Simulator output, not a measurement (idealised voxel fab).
Presented below is a process module, voxel capacitor over wiring.
Square cell edge 5 nm, section width 215 nm, ID cut.
If you're reading a cross-section in this doc, picture square cells in a grid; it comes to you as bands, top ones listed first down to the bottom, and a band can be one or more rows of cells. In this notation a band is specified by the heights of its top and bottom, in that order and in nm, after which its materials appear from left to right, each paired with its width in nm. The word "edge to edge" attached to a single material means that material fills the band from edge to edge; the word "empty" stands for empty space. A quick word on heights: they are counted from 0, and under that level the wafer as it came to us is one material throughout. The lowest band is different from the rest in having no bottom; it simply continues downward, written as in "0..down". The two numbers in a width such as "30 to 40" mark its ends across the band: the first belongs to the top row of cells, the second to the bottom row, and from each row to the next the width moves by the same amount. Basically "nothing altered" means that step didn't change any cell in the cross-section. The list in "Listed closed voids" covers empty spaces of 8 cells or more that cannot reach the top through any open way, and it gives each as width x height at distance; the distance is from the left edge, and width, height and distance are in nm. Step line, after settings: the simulator's comment on this step. overlay nm: on a step with a mask, how far right of its planned place the mask lay; negative means left.
# The steps planned for the process are as follows
1,RECEIVE | material Si
2,CONFORMAL_DEP | material SiO2 | thk nm 15
3,CONFORMAL_DEP | material SiCN | thk nm 5
4,DIRECTIONAL_DEP | material SiO2 | thk nm 20
5,DIRECTIONAL_DEP | material aC | thk nm 15
6,PATTERN | tone open | mask id METAL_1 | material resist | width nm 20 | pitch nm 75 | thk nm 30 | overlay nm 0
7,DIRECTIONAL_ETCH | etch materials aC | depth nm 15
8,STRIP | etch materials resist
9,DIRECTIONAL_ETCH | etch materials SiO2 | depth nm 20
10,DIRECTIONAL_ETCH | etch materials SiCN | depth nm 5
11,STRIP | etch materials aC
12,CONFORMAL_DEP | material TiN | thk nm 5
13,FILL_DEP | material W | thk nm 10
14,CMP | height nm 40
15,EPI | material Ru | thk nm 5
16,FILL_DEP | material SiCN | thk nm 5
17,DIRECTIONAL_DEP | material SiO2 | thk nm 10
18,MASKED_ETCH | tone open | mask id PLUG_1 | width nm 15 | etch materials SiO2 | depth nm 10 | overlay nm 0
19,MASKED_ETCH | tone open | mask id PLUG_1 | width nm 15 | etch materials SiCN | depth nm 5 | overlay nm 0
20,EPI | material Ru | thk nm 10
21,EPI | material Ru | thk nm 5
22,DIRECTIONAL_DEP | material TiN | thk nm 10
23,DIRECTIONAL_DEP | material Al2O3 | thk nm 5
24,DIRECTIONAL_DEP | material TiN | thk nm 5
25,MASKED_ETCH | tone cover | mask id UPPER_PLATE | width nm 60 | etch materials TiN | depth nm 5 | overlay nm 0
26,MASKED_ETCH | tone cover | mask id UPPER_PLATE | width nm 60 | etch materials Al2O3 | depth nm 5 | overlay nm 0
27,PATTERN | tone cover | mask id LOWER_PLATE | material resist | width nm 70 | thk nm 20 | overlay nm 0
28,DIRECTIONAL_ETCH | etch materials TiN | depth nm 10
29,STRIP | etch materials resist
30,FILL_DEP | material SiO2 | thk nm 20
31,CMP | height nm 95
32,MASKED_ETCH | tone open | mask id PLUG_2 | width nm 15 | etch materials SiO2 | depth nm 15 | overlay nm 0
33,CONFORMAL_DEP | material TiN | thk nm 5
34,FILL_DEP | material Ru | thk nm 5
35,CMP | height nm 95
36,CONFORMAL_DEP | material SiCN | thk nm 5
# First of the two wafers, run per plan
# Incoming wafer in cross-section (state: after step 1)
> 0..down: Si edge to edge
> Listed closed voids: none
# The following cross-section depicts the wafer upon completion of step 2
> 15..0: SiO2 edge to edge
> At heights below 0, the structure remains unaltered.
# The following cross-section depicts the wafer upon completion of step 3
> 20..15: SiCN edge to edge
> At heights below 15, the structure remains unaltered.
# The following cross-section depicts the wafer upon completion of step 4
> 40..20: SiO2 edge to edge
> At heights below 20, the structure remains unaltered.
# The following cross-section depicts the wafer upon completion of step 5
> 55..40: aC edge to edge
> At heights below 40, the structure remains unaltered.
# The following cross-section depicts the wafer upon completion of step 6
> 85..55: 60 resist | 20 empty | 55 resist | 20 empty | 60 resist
> At heights below 55, the structure remains unaltered.
# The following cross-section depicts the wafer upon completion of step 7
> 70..55: 60 resist | 20 empty | 55 resist | 20 empty | 60 resist
> 55..40: 60 aC | 20 empty | 55 aC | 20 empty | 60 aC
> At heights below 40, the structure remains unaltered.
# The following cross-section depicts the wafer upon completion of step 8
> 55..40: 60 aC | 20 empty | 55 aC | 20 empty | 60 aC
> At heights below 40, the structure remains unaltered.
# The following cross-section depicts the wafer upon completion of step 9
> 55..40: 60 aC | 20 empty | 55 aC | 20 empty | 60 aC
> 40..20: 60 SiO2 | 20 empty | 55 SiO2 | 20 empty | 60 SiO2
> At heights below 20, the structure remains unaltered.
# The following cross-section depicts the wafer upon completion of step 10
> 55..40: 60 aC | 20 empty | 55 aC | 20 empty | 60 aC
> 40..20: 60 SiO2 | 20 empty | 55 SiO2 | 20 empty | 60 SiO2
> 20..15: 60 SiCN | 20 empty | 55 SiCN | 20 empty | 60 SiCN
> At heights below 15, the structure remains unaltered.
# The following cross-section depicts the wafer upon completion of step 11
> 40..20: 60 SiO2 | 20 empty | 55 SiO2 | 20 empty | 60 SiO2
> At heights below 20, the structure remains unaltered.
# The following cross-section depicts the wafer upon completion of step 12
> 45..40: 65 TiN | 10 empty | 65 TiN | 10 empty | 65 TiN
> 40..20: 60 SiO2 | 5 TiN | 10 empty | 5 TiN | 55 SiO2 | 5 TiN | 10 empty | 5 TiN | 60 SiO2
> 20..15: 60 SiCN | 20 TiN | 55 SiCN | 20 TiN | 60 SiCN
> At heights below 15, the structure remains unaltered.
# The following cross-section depicts the wafer upon completion of step 13
> 55..45: W edge to edge
> 45..40: 65 TiN | 10 W | 65 TiN | 10 W | 65 TiN
> 40..20: 60 SiO2 | 5 TiN | 10 W | 5 TiN | 55 SiO2 | 5 TiN | 10 W | 5 TiN | 60 SiO2
> At heights below 20, the structure remains unaltered.
# The following cross-section depicts the wafer upon completion of step 14
> 40..20: 60 SiO2 | 5 TiN | 10 W | 5 TiN | 55 SiO2 | 5 TiN | 10 W | 5 TiN | 60 SiO2
> At heights below 20, the structure remains unaltered.
# The following cross-section depicts the wafer upon completion of step 15
> 45..40: 55 empty | 30 Ru | 45 empty | 30 Ru | 55 empty
> At heights below 40, the structure remains unaltered.
# The following cross-section depicts the wafer upon completion of step 16
> 50..45: SiCN edge to edge
> 45..40: 55 SiCN | 30 Ru | 45 SiCN | 30 Ru | 55 SiCN
> At heights below 40, the structure remains unaltered.
# The following cross-section depicts the wafer upon completion of step 17
> 60..50: SiO2 edge to edge
> At heights below 50, the structure remains unaltered.
# The following cross-section depicts the wafer upon completion of step 18
> 60..50: 65 SiO2 | 15 empty | 135 SiO2
> At heights below 50, the structure remains unaltered.
# The following cross-section depicts the wafer upon completion of step 19
> 60..50: 65 SiO2 | 15 empty | 135 SiO2
> 50..45: 65 SiCN | 15 empty | 135 SiCN
> At heights below 45, the structure remains unaltered.
# The following cross-section depicts the wafer upon completion of step 20
> 60..55: 65 SiO2 | 15 empty | 135 SiO2
> 55..50: 65 SiO2 | 15 Ru | 135 SiO2
> 50..45: 65 SiCN | 15 Ru | 135 SiCN
> At heights below 45, the structure remains unaltered.
# The following cross-section depicts the wafer upon completion of step 21
> 60..50: 65 SiO2 | 15 Ru | 135 SiO2
> At heights below 50, the structure remains unaltered.
# The following cross-section depicts the wafer upon completion of step 22
> 70..60: TiN edge to edge
> At heights below 60, the structure remains unaltered.
# The following cross-section depicts the wafer upon completion of step 23
> 75..70: Al2O3 edge to edge
> At heights below 70, the structure remains unaltered.
# The following cross-section depicts the wafer upon completion of step 24
> 80..75: TiN edge to edge
> At heights below 75, the structure remains unaltered.
# The following cross-section depicts the wafer upon completion of step 25
> 80..75: 65 empty | 60 TiN | 90 empty
> At heights below 75, the structure remains unaltered.
# The following cross-section depicts the wafer upon completion of step 26
> 80..75: 65 empty | 60 TiN | 90 empty
> 75..70: 65 empty | 60 Al2O3 | 90 empty
> At heights below 70, the structure remains unaltered.
# The following cross-section depicts the wafer upon completion of step 27
> 100..80: 60 empty | 70 resist | 85 empty
> 80..75: 60 empty | 5 resist | 60 TiN | 5 resist | 85 empty
> 75..70: 60 empty | 5 resist | 60 Al2O3 | 5 resist | 85 empty
> At heights below 70, the structure remains unaltered.
# The following cross-section depicts the wafer upon completion of step 28
> 100..80: 60 empty | 70 resist | 85 empty
> 80..75: 60 empty | 5 resist | 60 TiN | 5 resist | 85 empty
> 75..70: 60 empty | 5 resist | 60 Al2O3 | 5 resist | 85 empty
> 70..60: 60 empty | 70 TiN | 85 empty
> At heights below 60, the structure remains unaltered.
# The following cross-section depicts the wafer upon completion of step 29
> 80..75: 65 empty | 60 TiN | 90 empty
> 75..70: 65 empty | 60 Al2O3 | 90 empty
> At heights below 70, the structure remains unaltered.
# The following cross-section depicts the wafer upon completion of step 30
> 100..80: SiO2 edge to edge
> 80..75: 65 SiO2 | 60 TiN | 90 SiO2
> 75..70: 65 SiO2 | 60 Al2O3 | 90 SiO2
> 70..60: 60 SiO2 | 70 TiN | 85 SiO2
> At heights below 60, the structure remains unaltered.
# The following cross-section depicts the wafer upon completion of step 31
> 95..80: SiO2 edge to edge
> At heights below 80, the structure remains unaltered.
# The following cross-section depicts the wafer upon completion of step 32
> 95..80: 75 SiO2 | 15 empty | 125 SiO2
> At heights below 80, the structure remains unaltered.
# The following cross-section depicts the wafer upon completion of step 33
> 100..95: 80 TiN | 5 empty | 130 TiN
> 95..85: 75 SiO2 | 5 TiN | 5 empty | 5 TiN | 125 SiO2
> 85..75: 75 to 65 SiO2 | 15 to 60 TiN | 125 to 90 SiO2
> At heights below 75, the structure remains unaltered.
# The following cross-section depicts the wafer upon completion of step 34
> 105..100: Ru edge to edge
> 100..95: 80 TiN | 5 Ru | 130 TiN
> 95..85: 75 SiO2 | 5 TiN | 5 Ru | 5 TiN | 125 SiO2
> At heights below 85, the structure remains unaltered.
# The following cross-section depicts the wafer upon completion of step 35
> 95..85: 75 SiO2 | 5 TiN | 5 Ru | 5 TiN | 125 SiO2
> At heights below 85, the structure remains unaltered.
# The following cross-section depicts the wafer upon completion of step 36
> 100..95: SiCN edge to edge
> At heights below 95, the structure remains unaltered.
# Second wafer - shared start and plan with the first - one error in running - same as the first up to step 5 inclusive
# What the second wafer looks like in cross-section when step 6 should have wrapped up
> 85..55: 70 resist | 20 empty | 55 resist | 20 empty | 50 resist
> At heights below 55, the structure remains unaltered.
# What the second wafer looks like in cross-section when step 7 should have wrapped up
> 70..55: 70 resist | 20 empty | 55 resist | 20 empty | 50 resist
> 55..40: 70 aC | 20 empty | 55 aC | 20 empty | 50 aC
> At heights below 40, the structure remains unaltered.
# What the second wafer looks like in cross-section when step 8 should have wrapped up
> 55..40: 70 aC | 20 empty | 55 aC | 20 empty | 50 aC
> At heights below 40, the structure remains unaltered.
# What the second wafer looks like in cross-section when step 9 should have wrapped up
> 55..40: 70 aC | 20 empty | 55 aC | 20 empty | 50 aC
> 40..20: 70 SiO2 | 20 empty | 55 SiO2 | 20 empty | 50 SiO2
> At heights below 20, the structure remains unaltered.
# What the second wafer looks like in cross-section when step 10 should have wrapped up
> 55..40: 70 aC | 20 empty | 55 aC | 20 empty | 50 aC
> 40..20: 70 SiO2 | 20 empty | 55 SiO2 | 20 empty | 50 SiO2
> 20..15: 70 SiCN | 20 empty | 55 SiCN | 20 empty | 50 SiCN
> At heights below 15, the structure remains unaltered.
# What the second wafer looks like in cross-section when step 11 should have wrapped up
> 40..20: 70 SiO2 | 20 empty | 55 SiO2 | 20 empty | 50 SiO2
> At heights below 20, the structure remains unaltered.
# What the second wafer looks like in cross-section when step 12 should have wrapped up
> 45..40: 75 TiN | 10 empty | 65 TiN | 10 empty | 55 TiN
> 40..20: 70 SiO2 | 5 TiN | 10 empty | 5 TiN | 55 SiO2 | 5 TiN | 10 empty | 5 TiN | 50 SiO2
> 20..15: 70 SiCN | 20 TiN | 55 SiCN | 20 TiN | 50 SiCN
> At heights below 15, the structure remains unaltered.
# What the second wafer looks like in cross-section when step 13 should have wrapped up
> 55..45: W edge to edge
> 45..40: 75 TiN | 10 W | 65 TiN | 10 W | 55 TiN
> 40..20: 70 SiO2 | 5 TiN | 10 W | 5 TiN | 55 SiO2 | 5 TiN | 10 W | 5 TiN | 50 SiO2
> At heights below 20, the structure remains unaltered.
# What the second wafer looks like in cross-section when step 14 should have wrapped up
> 40..20: 70 SiO2 | 5 TiN | 10 W | 5 TiN | 55 SiO2 | 5 TiN | 10 W | 5 TiN | 50 SiO2
> At heights below 20, the structure remains unaltered.
# What the second wafer looks like in cross-section when step 15 should have wrapped up
> 45..40: 65 empty | 30 Ru | 45 empty | 30 Ru | 45 empty
> At heights below 40, the structure remains unaltered.
# What the second wafer looks like in cross-section when step 16 should have wrapped up
> 50..45: SiCN edge to edge
> 45..40: 65 SiCN | 30 Ru | 45 SiCN | 30 Ru | 45 SiCN
> At heights below 40, the structure remains unaltered.
# What the second wafer looks like in cross-section when step 17 should have wrapped up
> 60..50: SiO2 edge to edge
> At heights below 50, the structure remains unaltered.
# What the second wafer looks like in cross-section when step 18 should have wrapped up
> 60..50: 65 SiO2 | 15 empty | 135 SiO2
> At heights below 50, the structure remains unaltered.
# What the second wafer looks like in cross-section when step 19 should have wrapped up
> 60..50: 65 SiO2 | 15 empty | 135 SiO2
> 50..45: 65 SiCN | 15 empty | 135 SiCN
> At heights below 45, the structure remains unaltered.
# What the second wafer looks like in cross-section when step 20 should have wrapped up
> 60..55: 65 SiO2 | 15 empty | 135 SiO2
> 55..50: 65 SiO2 | 15 Ru | 135 SiO2
> 50..45: 65 SiCN | 15 Ru | 135 SiCN
> At heights below 45, the structure remains unaltered.
# What the second wafer looks like in cross-section when step 21 should have wrapped up
> 60..50: 65 SiO2 | 15 Ru | 135 SiO2
> At heights below 50, the structure remains unaltered.
# What the second wafer looks like in cross-section when step 22 should have wrapped up
> 70..60: TiN edge to edge
> At heights below 60, the structure remains unaltered.
# What the second wafer looks like in cross-section when step 23 should have wrapped up
> 75..70: Al2O3 edge to edge
> At heights below 70, the structure remains unaltered.
# What the second wafer looks like in cross-section when step 24 should have wrapped up
> 80..75: TiN edge to edge
> At heights below 75, the structure remains unaltered.
# What the second wafer looks like in cross-section when step 25 should have wrapped up
> 80..75: 65 empty | 60 TiN | 90 empty
> At heights below 75, the structure remains unaltered.
# What the second wafer looks like in cross-section when step 26 should have wrapped up
> 80..75: 65 empty | 60 TiN | 90 empty
> 75..70: 65 empty | 60 Al2O3 | 90 empty
> At heights below 70, the structure remains unaltered.
# What the second wafer looks like in cross-section when step 27 should have wrapped up
> 100..80: 60 empty | 70 resist | 85 empty
> 80..75: 60 empty | 5 resist | 60 TiN | 5 resist | 85 empty
> 75..70: 60 empty | 5 resist | 60 Al2O3 | 5 resist | 85 empty
> At heights below 70, the structure remains unaltered.
# What the second wafer looks like in cross-section when step 28 should have wrapped up
> 100..80: 60 empty | 70 resist | 85 empty
> 80..75: 60 empty | 5 resist | 60 TiN | 5 resist | 85 empty
> 75..70: 60 empty | 5 resist | 60 Al2O3 | 5 resist | 85 empty
> 70..60: 60 empty | 70 TiN | 85 empty
> At heights below 60, the structure remains unaltered.
# What the second wafer looks like in cross-section when step 29 should have wrapped up
> 80..75: 65 empty | 60 TiN | 90 empty
> 75..70: 65 empty | 60 Al2O3 | 90 empty
> At heights below 70, the structure remains unaltered.
# What the second wafer looks like in cross-section when step 30 should have wrapped up
> 100..80: SiO2 edge to edge
> 80..75: 65 SiO2 | 60 TiN | 90 SiO2
> 75..70: 65 SiO2 | 60 Al2O3 | 90 SiO2
> 70..60: 60 SiO2 | 70 TiN | 85 SiO2
> At heights below 60, the structure remains unaltered.
# What the second wafer looks like in cross-section when step 31 should have wrapped up
> 95..80: SiO2 edge to edge
> At heights below 80, the structure remains unaltered.
# What the second wafer looks like in cross-section when step 32 should have wrapped up
> 95..80: 75 SiO2 | 15 empty | 125 SiO2
> At heights below 80, the structure remains unaltered.
# What the second wafer looks like in cross-section when step 33 should have wrapped up
> 100..95: 80 TiN | 5 empty | 130 TiN
> 95..85: 75 SiO2 | 5 TiN | 5 empty | 5 TiN | 125 SiO2
> 85..75: 75 to 65 SiO2 | 15 to 60 TiN | 125 to 90 SiO2
> At heights below 75, the structure remains unaltered.
# What the second wafer looks like in cross-section when step 34 should have wrapped up
> 105..100: Ru edge to edge
> 100..95: 80 TiN | 5 Ru | 130 TiN
> 95..85: 75 SiO2 | 5 TiN | 5 Ru | 5 TiN | 125 SiO2
> At heights below 85, the structure remains unaltered.
# What the second wafer looks like in cross-section when step 35 should have wrapped up
> 95..85: 75 SiO2 | 5 TiN | 5 Ru | 5 TiN | 125 SiO2
> At heights below 85, the structure remains unaltered.
# What the second wafer looks like in cross-section when step 36 should have wrapped up
> 100..95: SiCN edge to edge
> At heights below 95, the structure remains unaltered.
Misprocessing identified: step 6 did not happen as planned, as run it was PATTERN | tone open | mask id METAL_1 | material resist | width nm 20 | pitch nm 75 | thk nm 30 | overlay nm 10
By the end, you'd get the same cell count for each material on either wafer, but the second wafer puts them somewhere else.
